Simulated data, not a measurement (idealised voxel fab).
The following process module bears the name voxel transistor to metal.
Cross-section cut: width 300 nm, square cells of 5 nm.
Cross-section = grid of square cells, listed top down in bands; band = one or more rows. What a band's entry tells you: where the top is and where the bottom is, as heights in nm, and after that what lies inside, material by material from left to right, each with its width in nm. Empty space is written as the word "empty", and a single material marked with the word "throughout" occupies the band from edge to edge. The level at which height equals 0 is the one under which the wafer, as it arrives, is entirely one material. No lower edge exists for the bottom band, which continues downward and is notated as in "top 0, no bottom". Graded width ("30..40"): value in top row of band = first number; value in bottom row = second number; row-to-row change constant. Any step labelled "no alterations made" changed none of the cells in the cross-section. Enclosed void entries: empty space of 8 cells or more with no open way to the top, each as width x height at its distance from the left edge, in nm. Note: text after step settings on the step line = simulator remark on that step. "overlay nm" answers the question of how far to the right of plan the mask lay on a step that has a mask, and when it is negative the answer is to the left. What follows is a series of pairs. Each pair shows a cross-section before one process step and the cross-section after it, and the after view is drawn only down to the lowest band that changed. Beneath each pair is the step that lies between the two, with its settings. Pairs may come from different runs of this module on the same starting wafer, so a pair continues from the one above it only where its entry headed "Pre-step snapshot" says so.

### Pre-step snapshot
> top 40, bottom 25  SiO2: 65, SiN: 5, SiO2: 5, SiCN: 20, SiO2: 5, SiN: 5, SiO2: 100, SiN: 5, SiO2: 5, SiCN: 20, SiO2: 5, SiN: 5, SiO2: 55
> top 25, bottom 5  SiO2: 65, SiN: 5, SiO2: 5, polySi: 20, SiO2: 5, SiN: 5, SiO2: 100, SiN: 5, SiO2: 5, polySi: 20, SiO2: 5, SiN: 5, SiO2: 55
> top 5, bottom -5  SiO2: 50, pSi: 15, SiN: 5, SiO2: 5, polySi: 20, SiO2: 5, SiN: 5, pSi: 15, SiO2: 70, pSi: 15, SiN: 5, SiO2: 5, polySi: 20, SiO2: 5, SiN: 5, pSi: 15, SiO2: 40
> top -5, bottom -10  SiO2: 50, pSi: 15, SiO2: 40, pSi: 15, SiO2: 70, pSi: 15, SiO2: 40, pSi: 15, SiO2: 40
> top -10, bottom -25  SiO2: 25, pSi: 40, Si: 40, pSi: 30, SiO2: 30, pSi: 40, Si: 40, pSi: 30, SiO2: 25
> top -25, bottom -40  SiO2: 25, Si: 110, SiO2: 30, Si: 110, SiO2: 25
> top -40, no bottom  Si throughout
> Enclosed void entries: none

### State After Step
> top 50, bottom 40  SiO2 throughout
> Nothing below the height 40 has changed.
> Enclosed void entries: none
What is the step between the two cross-sections above? DIRECTIONAL_DEP (material SiO2; thk nm 10)

Pre-step snapshot: Please consult the pair immediately above; the cross-section it shows after its step is the state before this step.

### State After Step
> top 50, bottom 40  SiO2: 35, empty: 20, SiO2: 50, empty: 20, SiO2: 50, empty: 20, SiO2: 50, empty: 20, SiO2: 35
> top 40, bottom 25  SiO2: 35, empty: 20, SiO2: 10, SiN: 5, SiO2: 5, SiCN: 20, SiO2: 5, SiN: 5, empty: 20, SiO2: 50, empty: 20, SiO2: 10, SiN: 5, SiO2: 5, SiCN: 20, SiO2: 5, SiN: 5, empty: 20, SiO2: 35
> top 25, bottom 5  SiO2: 35, empty: 20, SiO2: 10, SiN: 5, SiO2: 5, polySi: 20, SiO2: 5, SiN: 5, empty: 20, SiO2: 50, empty: 20, SiO2: 10, SiN: 5, SiO2: 5, polySi: 20, SiO2: 5, SiN: 5, empty: 20, SiO2: 35
> top 5, bottom -5  SiO2: 35, empty: 15, pSi: 15, SiN: 5, SiO2: 5, polySi: 20, SiO2: 5, SiN: 5, pSi: 15, empty: 5, SiO2: 50, empty: 15, pSi: 15, SiN: 5, SiO2: 5, polySi: 20, SiO2: 5, SiN: 5, pSi: 15, empty: 5, SiO2: 35
> top -5, bottom -10  SiO2: 35, empty: 15, pSi: 15, SiO2: 40, pSi: 15, empty: 5, SiO2: 50, empty: 15, pSi: 15, SiO2: 40, pSi: 15, empty: 5, SiO2: 35
> Nothing below the height -10 has changed.
> Enclosed void entries: none
What is the step between the two cross-sections above? MASKED_ETCH (tone open; mask id CONTACT; width nm 20; pitch nm 70; etch materials SiO2; depth nm 60; overlay nm 0)

Pre-step snapshot: Please consult the pair immediately above; the cross-section it shows after its step is the state before this step.

### State After Step
> top 55, bottom 50  TiN: 40, empty: 10, TiN: 60, empty: 10, TiN: 60, empty: 10, TiN: 60, empty: 10, TiN: 40
> top 50, bottom 40  SiO2: 35, TiN: 5, empty: 10, TiN: 5, SiO2: 50, TiN: 5, empty: 10, TiN: 5, SiO2: 50, TiN: 5, empty: 10, TiN: 5, SiO2: 50, TiN: 5, empty: 10, TiN: 5, SiO2: 35
> top 40, bottom 25  SiO2: 35, TiN: 5, empty: 10, TiN: 5, SiO2: 10, SiN: 5, SiO2: 5, SiCN: 20, SiO2: 5, SiN: 5, TiN: 5, empty: 10, TiN: 5, SiO2: 50, TiN: 5, empty: 10, TiN: 5, SiO2: 10, SiN: 5, SiO2: 5, SiCN: 20, SiO2: 5, SiN: 5, TiN: 5, empty: 10, TiN: 5, SiO2: 35
> top 25, bottom 10  SiO2: 35, TiN: 5, empty: 10, TiN: 5, SiO2: 10, SiN: 5, SiO2: 5, polySi: 20, SiO2: 5, SiN: 5, TiN: 5, empty: 10, TiN: 5, SiO2: 50, TiN: 5, empty: 10, TiN: 5, SiO2: 10, SiN: 5, SiO2: 5, polySi: 20, SiO2: 5, SiN: 5, TiN: 5, empty: 10, TiN: 5, SiO2: 35
> top 10, bottom 5  SiO2: 35, TiN: 5, empty: 5, TiN: 10, SiO2: 10, SiN: 5, SiO2: 5, polySi: 20, SiO2: 5, SiN: 5, TiN: 20, SiO2: 50, TiN: 5, empty: 5, TiN: 10, SiO2: 10, SiN: 5, SiO2: 5, polySi: 20, SiO2: 5, SiN: 5, TiN: 20, SiO2: 35
> top 5, bottom -5  SiO2: 35, TiN: 5, empty: 5, TiN: 5, pSi: 15, SiN: 5, SiO2: 5, polySi: 20, SiO2: 5, SiN: 5, pSi: 15, TiN: 5, SiO2: 50, TiN: 5, empty: 5, TiN: 5, pSi: 15, SiN: 5, SiO2: 5, polySi: 20, SiO2: 5, SiN: 5, pSi: 15, TiN: 5, SiO2: 35
> top -5, bottom -10  SiO2: 35, TiN: 15, pSi: 15, SiO2: 40, pSi: 15, TiN: 5, SiO2: 50, TiN: 15, pSi: 15, SiO2: 40, pSi: 15, TiN: 5, SiO2: 35
> Nothing below the height -10 has changed.
> Enclosed void entries: none
What is the step between the two cross-sections above? CONFORMAL_DEP (material TiN; thk nm 5)

Pre-step snapshot: Please consult the pair immediately above; the cross-section it shows after its step is the state before this step.

### State After Step
> top 60, bottom 55  W throughout
> top 55, bottom 50  TiN: 40, W: 10, TiN: 60, W: 10, TiN: 60, W: 10, TiN: 60, W: 10, TiN: 40
> top 50, bottom 40  SiO2: 35, TiN: 5, W: 10, TiN: 5, SiO2: 50, TiN: 5, W: 10, TiN: 5, SiO2: 50, TiN: 5, W: 10, TiN: 5, SiO2: 50, TiN: 5, W: 10, TiN: 5, SiO2: 35
> top 40, bottom 25  SiO2: 35, TiN: 5, W: 10, TiN: 5, SiO2: 10, SiN: 5, SiO2: 5, SiCN: 20, SiO2: 5, SiN: 5, TiN: 5, W: 10, TiN: 5, SiO2: 50, TiN: 5, W: 10, TiN: 5, SiO2: 10, SiN: 5, SiO2: 5, SiCN: 20, SiO2: 5, SiN: 5, TiN: 5, W: 10, TiN: 5, SiO2: 35
> top 25, bottom 10  SiO2: 35, TiN: 5, W: 10, TiN: 5, SiO2: 10, SiN: 5, SiO2: 5, polySi: 20, SiO2: 5, SiN: 5, TiN: 5, W: 10, TiN: 5, SiO2: 50, TiN: 5, W: 10, TiN: 5, SiO2: 10, SiN: 5, SiO2: 5, polySi: 20, SiO2: 5, SiN: 5, TiN: 5, W: 10, TiN: 5, SiO2: 35
> top 10, bottom 5  SiO2: 35, TiN: 5, W: 5, TiN: 10, SiO2: 10, SiN: 5, SiO2: 5, polySi: 20, SiO2: 5, SiN: 5, TiN: 20, SiO2: 50, TiN: 5, W: 5, TiN: 10, SiO2: 10, SiN: 5, SiO2: 5, polySi: 20, SiO2: 5, SiN: 5, TiN: 20, SiO2: 35
> top 5, bottom -5  SiO2: 35, TiN: 5, W: 5, TiN: 5, pSi: 15, SiN: 5, SiO2: 5, polySi: 20, SiO2: 5, SiN: 5, pSi: 15, TiN: 5, SiO2: 50, TiN: 5, W: 5, TiN: 5, pSi: 15, SiN: 5, SiO2: 5, polySi: 20, SiO2: 5, SiN: 5, pSi: 15, TiN: 5, SiO2: 35
> Nothing below the height -5 has changed.
> Enclosed void entries: none
What is the step between the two cross-sections above? FILL_DEP (material W; thk nm 5)

Pre-step snapshot: Please consult the pair immediately above; the cross-section it shows after its step is the state before this step.

### State After Step
> top 50, bottom 40  SiO2: 35, TiN: 5, W: 10, TiN: 5, SiO2: 50, TiN: 5, W: 10, TiN: 5, SiO2: 50, TiN: 5, W: 10, TiN: 5, SiO2: 50, TiN: 5, W: 10, TiN: 5, SiO2: 35
> Nothing below the height 40 has changed.
> Enclosed void entries: none
What is the step between the two cross-sections above? CMP (height nm 50)

Pre-step snapshot: Please consult the pair immediately above; the cross-section it shows after its step is the state before this step.

### State After Step
> top 55, bottom 50  SiCN throughout
> Nothing below the height 50 has changed.
> Enclosed void entries: none
What is the step between the two cross-sections above? CONFORMAL_DEP (material SiCN; thk nm 5)

Pre-step snapshot: Please consult the pair immediately above; the cross-section it shows after its step is the state before this step.

### State After Step
> top 80, bottom 55  SiO2 throughout
> Nothing below the height 55 has changed.
> Enclosed void entries: none
What is the step between the two cross-sections above? DIRECTIONAL_DEP (material SiO2; thk nm 25)

Pre-step snapshot: Please consult the pair immediately above; the cross-section it shows after its step is the state before this step.

### State After Step
> top 80, bottom 55  SiO2: 35, empty: 20, SiO2: 50, empty: 20, SiO2: 50, empty: 20, SiO2: 50, empty: 20, SiO2: 35
> Nothing below the height 55 has changed.
> Enclosed void entries: none
What is the step between the two cross-sections above? MASKED_ETCH (tone open; mask id METAL_1; width nm 20; pitch nm 70; etch materials SiO2; depth nm 25; overlay nm 0)

Pre-step snapshot: Please consult the pair immediately above; the cross-section it shows after its step is the state before this step.

### State After Step
> top 80, bottom 55  SiO2: 35, empty: 20, SiO2: 50, empty: 20, SiO2: 50, empty: 20, SiO2: 50, empty: 20, SiO2: 35
> top 55, bottom 50  SiCN: 35, empty: 20, SiCN: 50, empty: 20, SiCN: 50, empty: 20, SiCN: 50, empty: 20, SiCN: 35
> Nothing below the height 50 has changed.
> Enclosed void entries: none
What is the step between the two cross-sections above? MASKED_ETCH (tone open; mask id METAL_1; width nm 20; pitch nm 70; etch materials SiCN; depth nm 5; overlay nm 0)

Pre-step snapshot: Please consult the pair immediately above; the cross-section it shows after its step is the state before this step.

### State After Step
> top 85, bottom 80  TiN: 40, empty: 10, TiN: 60, empty: 10, TiN: 60, empty: 10, TiN: 60, empty: 10, TiN: 40
> top 80, bottom 55  SiO2: 35, TiN: 5, empty: 10, TiN: 5, SiO2: 50, TiN: 5, empty: 10, TiN: 5, SiO2: 50, TiN: 5, empty: 10, TiN: 5, SiO2: 50, TiN: 5, empty: 10, TiN: 5, SiO2: 35
> top 55, bottom 50  SiCN: 35, TiN: 20, SiCN: 50, TiN: 20, SiCN: 50, TiN: 20, SiCN: 50, TiN: 20, SiCN: 35
> Nothing below the height 50 has changed.
> Enclosed void entries: none
What is the step between the two cross-sections above? CONFORMAL_DEP (material TiN; thk nm 5)

Pre-step snapshot: Please consult the pair immediately above; the cross-section it shows after its step is the state before this step.

### State After Step
> top 95, bottom 85  Cu throughout
> top 85, bottom 80  TiN: 40, Cu: 10, TiN: 60, Cu: 10, TiN: 60, Cu: 10, TiN: 60, Cu: 10, TiN: 40
> top 80, bottom 55  SiO2: 35, TiN: 5, Cu: 10, TiN: 5, SiO2: 50, TiN: 5, Cu: 10, TiN: 5, SiO2: 50, TiN: 5, Cu: 10, TiN: 5, SiO2: 50, TiN: 5, Cu: 10, TiN: 5, SiO2: 35
> Nothing below the height 55 has changed.
> Enclosed void entries: none
What is the step between the two cross-sections above? FILL_DEP (material Cu; thk nm 10)

Pre-step snapshot: Please consult the pair immediately above; the cross-section it shows after its step is the state before this step.

### State After Step
> top 80, bottom 55  SiO2: 35, TiN: 5, Cu: 10, TiN: 5, SiO2: 50, TiN: 5, Cu: 10, TiN: 5, SiO2: 50, TiN: 5, Cu: 10, TiN: 5, SiO2: 50, TiN: 5, Cu: 10, TiN: 5, SiO2: 35
> Nothing below the height 55 has changed.
> Enclosed void entries: none
What is the step between the two cross-sections above? CMP (height nm 80)

Pre-step snapshot: Please consult the pair immediately above; the cross-section it shows after its step is the state before this step.

### State After Step
> top 85, bottom 80  empty: 30, Ru: 30, empty: 40, Ru: 30, empty: 40, Ru: 30, empty: 40, Ru: 30, empty: 30
> Nothing below the height 80 has changed.
> Enclosed void entries: none
What is the step between the two cross-sections above? EPI (material Ru; thk nm 5)

Pre-step snapshot: Please consult the pair immediately above; the cross-section it shows after its step is the state before this step.

### State After Step
> top 90, bottom 85  SiCN throughout
> top 85, bottom 80  SiCN: 30, Ru: 30, SiCN: 40, Ru: 30, SiCN: 40, Ru: 30, SiCN: 40, Ru: 30, SiCN: 30
> Nothing below the height 80 has changed.
> Enclosed void entries: none
What is the step between the two cross-sections above? FILL_DEP (material SiCN; thk nm 5)

### Pre-step snapshot
> top 40, bottom 35  empty: 60, SiN: 5, empty: 5, SiCN: 20, empty: 5, SiN: 5, empty: 100, SiN: 5, empty: 5, SiCN: 20, empty: 5, SiN: 5, empty: 60
> top 35, bottom 25  empty: 60, SiN: 5, SiO2: 5, SiCN: 20, SiO2: 5, SiN: 5, empty: 100, SiN: 5, SiO2: 5, SiCN: 20, SiO2: 5, SiN: 5, empty: 60
> top 25, bottom 5  empty: 60, SiN: 5, SiO2: 5, polySi: 20, SiO2: 5, SiN: 5, empty: 100, SiN: 5, SiO2: 5, polySi: 20, SiO2: 5, SiN: 5, empty: 60
> top 5, bottom -5  empty: 45, pSi: 15, SiN: 5, SiO2: 5, polySi: 20, SiO2: 5, SiN: 5, pSi: 15, empty: 70, pSi: 15, SiN: 5, SiO2: 5, polySi: 20, SiO2: 5, SiN: 5, pSi: 15, empty: 45
> top -5, bottom -10  empty: 45, pSi: 15, SiO2: 40, pSi: 15, empty: 70, pSi: 15, SiO2: 40, pSi: 15, empty: 45
> top -10, bottom -25  SiO2: 25, pSi: 35, Si: 40, pSi: 35, SiO2: 30, pSi: 35, Si: 40, pSi: 35, SiO2: 25
> top -25, bottom -40  SiO2: 25, Si: 110, SiO2: 30, Si: 110, SiO2: 25
> top -40, no bottom  Si throughout
> Enclosed void entries: none

### State After Step
> top 45, bottom 40  TiN throughout
> top 40, bottom 35  TiN: 60, SiN: 5, TiN: 5, SiCN: 20, TiN: 5, SiN: 5, TiN: 100, SiN: 5, TiN: 5, SiCN: 20, TiN: 5, SiN: 5, TiN: 60
> top 35, bottom 25  TiN: 60, SiN: 5, SiO2: 5, SiCN: 20, SiO2: 5, SiN: 5, TiN: 100, SiN: 5, SiO2: 5, SiCN: 20, SiO2: 5, SiN: 5, TiN: 60
> top 25, bottom 5  TiN: 60, SiN: 5, SiO2: 5, polySi: 20, SiO2: 5, SiN: 5, TiN: 100, SiN: 5, SiO2: 5, polySi: 20, SiO2: 5, SiN: 5, TiN: 60
> top 5, bottom -5  TiN: 45, pSi: 15, SiN: 5, SiO2: 5, polySi: 20, SiO2: 5, SiN: 5, pSi: 15, TiN: 70, pSi: 15, SiN: 5, SiO2: 5, polySi: 20, SiO2: 5, SiN: 5, pSi: 15, TiN: 45
> top -5, bottom -10  TiN: 45, pSi: 15, SiO2: 40, pSi: 15, TiN: 70, pSi: 15, SiO2: 40, pSi: 15, TiN: 45
> Nothing below the height -10 has changed.
> Enclosed void entries: none
What is the step between the two cross-sections above? FILL_DEP (material TiN; thk nm 5)

Pre-step snapshot: Please consult the pair immediately above; the cross-section it shows after its step is the state before this step.

### State After Step
> top 40, bottom 35  TiN: 60, SiN: 5, TiN: 5, SiCN: 20, TiN: 5, SiN: 5, TiN: 100, SiN: 5, TiN: 5, SiCN: 20, TiN: 5, SiN: 5, TiN: 60
> Nothing below the height 35 has changed.
> Enclosed void entries: none
What is the step between the two cross-sections above? CMP (height nm 40)

Pre-step snapshot: Please consult the pair immediately above; the cross-section it shows after its step is the state before this step.

### State After Step
> top 50, bottom 40  SiO2 throughout
> Nothing below the height 40 has changed.
> Enclosed void entries: none
What is the step between the two cross-sections above? DIRECTIONAL_DEP (material SiO2; thk nm 10)

Pre-step snapshot: Please consult the pair immediately above; the cross-section it shows after its step is the state before this step.

### State After Step
> top 50, bottom 40  SiO2: 35, empty: 20, SiO2: 50, empty: 20, SiO2: 50, empty: 20, SiO2: 50, empty: 20, SiO2: 35
> Nothing below the height 40 has changed.
> Enclosed void entries: none
What is the step between the two cross-sections above? MASKED_ETCH (tone open; mask id CONTACT; width nm 20; pitch nm 70; etch materials SiO2; depth nm 60; overlay nm 0)

Pre-step snapshot: Please consult the pair immediately above; the cross-section it shows after its step is the state before this step.

### State After Step
> top 55, bottom 50  TiN: 40, empty: 10, TiN: 60, empty: 10, TiN: 60, empty: 10, TiN: 60, empty: 10, TiN: 40
> top 50, bottom 45  SiO2: 35, TiN: 5, empty: 10, TiN: 5, SiO2: 50, TiN: 5, empty: 10, TiN: 5, SiO2: 50, TiN: 5, empty: 10, TiN: 5, SiO2: 50, TiN: 5, empty: 10, TiN: 5, SiO2: 35
> top 45, bottom 40  SiO2: 35, TiN: 20, SiO2: 50, TiN: 20, SiO2: 50, TiN: 20, SiO2: 50, TiN: 20, SiO2: 35
> Nothing below the height 40 has changed.
> Enclosed void entries: none
What is the step between the two cross-sections above? CONFORMAL_DEP (material TiN; thk nm 5)

Pre-step snapshot: Please consult the pair immediately above; the cross-section it shows after its step is the state before this step.

### State After Step
> top 60, bottom 55  W throughout
> top 55, bottom 50  TiN: 40, W: 10, TiN: 60, W: 10, TiN: 60, W: 10, TiN: 60, W: 10, TiN: 40
> top 50, bottom 45  SiO2: 35, TiN: 5, W: 10, TiN: 5, SiO2: 50, TiN: 5, W: 10, TiN: 5, SiO2: 50, TiN: 5, W: 10, TiN: 5, SiO2: 50, TiN: 5, W: 10, TiN: 5, SiO2: 35
> Nothing below the height 45 has changed.
> Enclosed void entries: none
What is the step between the two cross-sections above? FILL_DEP (material W; thk nm 5)

Pre-step snapshot: Please consult the pair immediately above; the cross-section it shows after its step is the state before this step.

### State After Step
> top 50, bottom 45  SiO2: 35, TiN: 5, W: 10, TiN: 5, SiO2: 50, TiN: 5, W: 10, TiN: 5, SiO2: 50, TiN: 5, W: 10, TiN: 5, SiO2: 50, TiN: 5, W: 10, TiN: 5, SiO2: 35
> Nothing below the height 45 has changed.
> Enclosed void entries: none
What is the step between the two cross-sections above? CMP (height nm 50)

Pre-step snapshot: Please consult the pair immediately above; the cross-section it shows after its step is the state before this step.

### State After Step
> top 55, bottom 50  SiCN throughout
> Nothing below the height 50 has changed.
> Enclosed void entries: none
What is the step between the two cross-sections above? CONFORMAL_DEP (material SiCN; thk nm 5)

Pre-step snapshot: Please consult the pair immediately above; the cross-section it shows after its step is the state before this step.

### State After Step
> top 80, bottom 55  SiO2 throughout
> Nothing below the height 55 has changed.
> Enclosed void entries: none
What is the step between the two cross-sections above? DIRECTIONAL_DEP (material SiO2; thk nm 25)

Pre-step snapshot: Please consult the pair immediately above; the cross-section it shows after its step is the state before this step.

### State After Step
> top 80, bottom 55  SiO2: 35, empty: 20, SiO2: 50, empty: 20, SiO2: 50, empty: 20, SiO2: 50, empty: 20, SiO2: 35
> Nothing below the height 55 has changed.
> Enclosed void entries: none
What is the step between the two cross-sections above? MASKED_ETCH (tone open; mask id METAL_1; width nm 20; pitch nm 70; etch materials SiO2; depth nm 25; overlay nm 0)

Pre-step snapshot: Please consult the pair immediately above; the cross-section it shows after its step is the state before this step.

### State After Step
> top 80, bottom 55  SiO2: 35, empty: 20, SiO2: 50, empty: 20, SiO2: 50, empty: 20, SiO2: 50, empty: 20, SiO2: 35
> top 55, bottom 50  SiCN: 35, empty: 20, SiCN: 50, empty: 20, SiCN: 50, empty: 20, SiCN: 50, empty: 20, SiCN: 35
> Nothing below the height 50 has changed.
> Enclosed void entries: none
What is the step between the two cross-sections above? MASKED_ETCH (tone open; mask id METAL_1; width nm 20; pitch nm 70; etch materials SiCN; depth nm 5; overlay nm 0)

Pre-step snapshot: Please consult the pair immediately above; the cross-section it shows after its step is the state before this step.

### State After Step
> top 85, bottom 80  TiN: 40, empty: 10, TiN: 60, empty: 10, TiN: 60, empty: 10, TiN: 60, empty: 10, TiN: 40
> top 80, bottom 55  SiO2: 35, TiN: 5, empty: 10, TiN: 5, SiO2: 50, TiN: 5, empty: 10, TiN: 5, SiO2: 50, TiN: 5, empty: 10, TiN: 5, SiO2: 50, TiN: 5, empty: 10, TiN: 5, SiO2: 35
> top 55, bottom 50  SiCN: 35, TiN: 20, SiCN: 50, TiN: 20, SiCN: 50, TiN: 20, SiCN: 50, TiN: 20, SiCN: 35
> Nothing below the height 50 has changed.
> Enclosed void entries: none
What is the step between the two cross-sections above? CONFORMAL_DEP (material TiN; thk nm 5)

Pre-step snapshot: Please consult the pair immediately above; the cross-section it shows after its step is the state before this step.

### State After Step
> top 95, bottom 85  Cu throughout
> top 85, bottom 80  TiN: 40, Cu: 10, TiN: 60, Cu: 10, TiN: 60, Cu: 10, TiN: 60, Cu: 10, TiN: 40
> top 80, bottom 55  SiO2: 35, TiN: 5, Cu: 10, TiN: 5, SiO2: 50, TiN: 5, Cu: 10, TiN: 5, SiO2: 50, TiN: 5, Cu: 10, TiN: 5, SiO2: 50, TiN: 5, Cu: 10, TiN: 5, SiO2: 35
> Nothing below the height 55 has changed.
> Enclosed void entries: none
What is the step between the two cross-sections above? FILL_DEP (material Cu; thk nm 10)

Pre-step snapshot: Please consult the pair immediately above; the cross-section it shows after its step is the state before this step.

### State After Step
> top 80, bottom 55  SiO2: 35, TiN: 5, Cu: 10, TiN: 5, SiO2: 50, TiN: 5, Cu: 10, TiN: 5, SiO2: 50, TiN: 5, Cu: 10, TiN: 5, SiO2: 50, TiN: 5, Cu: 10, TiN: 5, SiO2: 35
> Nothing below the height 55 has changed.
> Enclosed void entries: none
What is the step between the two cross-sections above? CMP (height nm 80)

Pre-step snapshot: Please consult the pair immediately above; the cross-section it shows after its step is the state before this step.

### State After Step
> top 85, bottom 80  empty: 30, Ru: 30, empty: 40, Ru: 30, empty: 40, Ru: 30, empty: 40, Ru: 30, empty: 30
> Nothing below the height 80 has changed.
> Enclosed void entries: none
What is the step between the two cross-sections above? EPI (material Ru; thk nm 5)

Pre-step snapshot: Please consult the pair immediately above; the cross-section it shows after its step is the state before this step.

### State After Step
> top 90, bottom 85  SiCN throughout
> top 85, bottom 80  SiCN: 30, Ru: 30, SiCN: 40, Ru: 30, SiCN: 40, Ru: 30, SiCN: 40, Ru: 30, SiCN: 30
> Nothing below the height 80 has changed.
> Enclosed void entries: none
What is the step between the two cross-sections above? FILL_DEP (material SiCN; thk nm 5)

### Pre-step snapshot
> top 80, bottom 55  SiO2 throughout
> top 55, bottom 50  SiCN throughout
> top 50, bottom 40  SiO2: 35, TiN: 5, W: 10, TiN: 5, SiO2: 50, TiN: 5, W: 10, TiN: 5, SiO2: 50, TiN: 5, W: 10, TiN: 5, SiO2: 50, TiN: 5, W: 10, TiN: 5, SiO2: 35
> top 40, bottom 25  SiO2: 35, TiN: 5, W: 10, TiN: 5, SiO2: 5, SiN: 5, SiO2: 5, SiCN: 20, SiO2: 5, SiN: 5, SiO2: 5, TiN: 5, W: 10, TiN: 5, SiO2: 50, TiN: 5, W: 10, TiN: 5, SiO2: 5, SiN: 5, SiO2: 5, SiCN: 20, SiO2: 5, SiN: 5, SiO2: 5, TiN: 5, W: 10, TiN: 5, SiO2: 35
> top 25, bottom 10  SiO2: 35, TiN: 5, W: 10, TiN: 5, SiO2: 5, SiN: 5, SiO2: 5, polySi: 20, SiO2: 5, SiN: 5, SiO2: 5, TiN: 5, W: 10, TiN: 5, SiO2: 50, TiN: 5, W: 10, TiN: 5, SiO2: 5, SiN: 5, SiO2: 5, polySi: 20, SiO2: 5, SiN: 5, SiO2: 5, TiN: 5, W: 10, TiN: 5, SiO2: 35
> top 10, bottom 5  SiO2: 35, TiN: 20, SiO2: 5, SiN: 5, SiO2: 5, polySi: 20, SiO2: 5, SiN: 5, SiO2: 5, TiN: 20, SiO2: 50, TiN: 20, SiO2: 5, SiN: 5, SiO2: 5, polySi: 20, SiO2: 5, SiN: 5, SiO2: 5, TiN: 20, SiO2: 35
> top 5, bottom -5  SiO2: 35, TiN: 10, pSi: 15, SiN: 5, SiO2: 5, polySi: 20, SiO2: 5, SiN: 5, pSi: 15, TiN: 10, SiO2: 50, TiN: 10, pSi: 15, SiN: 5, SiO2: 5, polySi: 20, SiO2: 5, SiN: 5, pSi: 15, TiN: 10, SiO2: 35
> top -5, bottom -10  SiO2: 35, TiN: 10, pSi: 15, SiO2: 40, pSi: 15, TiN: 10, SiO2: 50, TiN: 10, pSi: 15, SiO2: 40, pSi: 15, TiN: 10, SiO2: 35
> top -10, bottom -25  SiO2: 25, pSi: 35, Si: 40, pSi: 35, SiO2: 30, pSi: 35, Si: 40, pSi: 35, SiO2: 25
> top -25, bottom -40  SiO2: 25, Si: 110, SiO2: 30, Si: 110, SiO2: 25
> top -40, no bottom  Si throughout
> Enclosed void entries: none

### State After Step
> top 80, bottom 55  empty: 35, SiO2: 20, empty: 50, SiO2: 20, empty: 50, SiO2: 20, empty: 50, SiO2: 20, empty: 35
> Nothing below the height 55 has changed.
> Enclosed void entries: none
What is the step between the two cross-sections above? MASKED_ETCH (tone cover; mask id METAL_1; width nm 20; pitch nm 70; etch materials SiO2; depth nm 25; overlay nm 0)

Pre-step snapshot: Please consult the pair immediately above; the cross-section it shows after its step is the state before this step.

### State After Step
> top 85, bottom 80  empty: 30, TiN: 30, empty: 40, TiN: 30, empty: 40, TiN: 30, empty: 40, TiN: 30, empty: 30
> top 80, bottom 60  empty: 30, TiN: 5, SiO2: 20, TiN: 5, empty: 40, TiN: 5, SiO2: 20, TiN: 5, empty: 40, TiN: 5, SiO2: 20, TiN: 5, empty: 40, TiN: 5, SiO2: 20, TiN: 5, empty: 30
> top 60, bottom 55  TiN: 35, SiO2: 20, TiN: 50, SiO2: 20, TiN: 50, SiO2: 20, TiN: 50, SiO2: 20, TiN: 35
> Nothing below the height 55 has changed.
> Enclosed void entries: none
What is the step between the two cross-sections above? CONFORMAL_DEP (material TiN; thk nm 5)

Pre-step snapshot: Please consult the pair immediately above; the cross-section it shows after its step is the state before this step.

### State After Step
> top 95, bottom 85  Cu throughout
> top 85, bottom 80  Cu: 30, TiN: 30, Cu: 40, TiN: 30, Cu: 40, TiN: 30, Cu: 40, TiN: 30, Cu: 30
> top 80, bottom 60  Cu: 30, TiN: 5, SiO2: 20, TiN: 5, Cu: 40, TiN: 5, SiO2: 20, TiN: 5, Cu: 40, TiN: 5, SiO2: 20, TiN: 5, Cu: 40, TiN: 5, SiO2: 20, TiN: 5, Cu: 30
> Nothing below the height 60 has changed.
> Enclosed void entries: none
What is the step between the two cross-sections above? FILL_DEP (material Cu; thk nm 10)

Pre-step snapshot: Please consult the pair immediately above; the cross-section it shows after its step is the state before this step.

### State After Step
> top 80, bottom 60  Cu: 30, TiN: 5, SiO2: 20, TiN: 5, Cu: 40, TiN: 5, SiO2: 20, TiN: 5, Cu: 40, TiN: 5, SiO2: 20, TiN: 5, Cu: 40, TiN: 5, SiO2: 20, TiN: 5, Cu: 30
> Nothing below the height 60 has changed.
> Enclosed void entries: none
What is the step between the two cross-sections above? CMP (height nm 80)

Pre-step snapshot: Please consult the pair immediately above; the cross-section it shows after its step is the state before this step.

### State After Step
> top 85, bottom 80  Ru: 40, empty: 10, Ru: 60, empty: 10, Ru: 60, empty: 10, Ru: 60, empty: 10, Ru: 40
> Nothing below the height 80 has changed.
> Enclosed void entries: none
What is the step between the two cross-sections above? EPI (material Ru; thk nm 5)

Pre-step snapshot: Please consult the pair immediately above; the cross-section it shows after its step is the state before this step.

### State After Step
> top 90, bottom 85  SiCN throughout
> top 85, bottom 80  Ru: 40, SiCN: 10, Ru: 60, SiCN: 10, Ru: 60, SiCN: 10, Ru: 60, SiCN: 10, Ru: 40
> Nothing below the height 80 has changed.
> Enclosed void entries: none
What is the step between the two cross-sections above? FILL_DEP (material SiCN; thk nm 5)
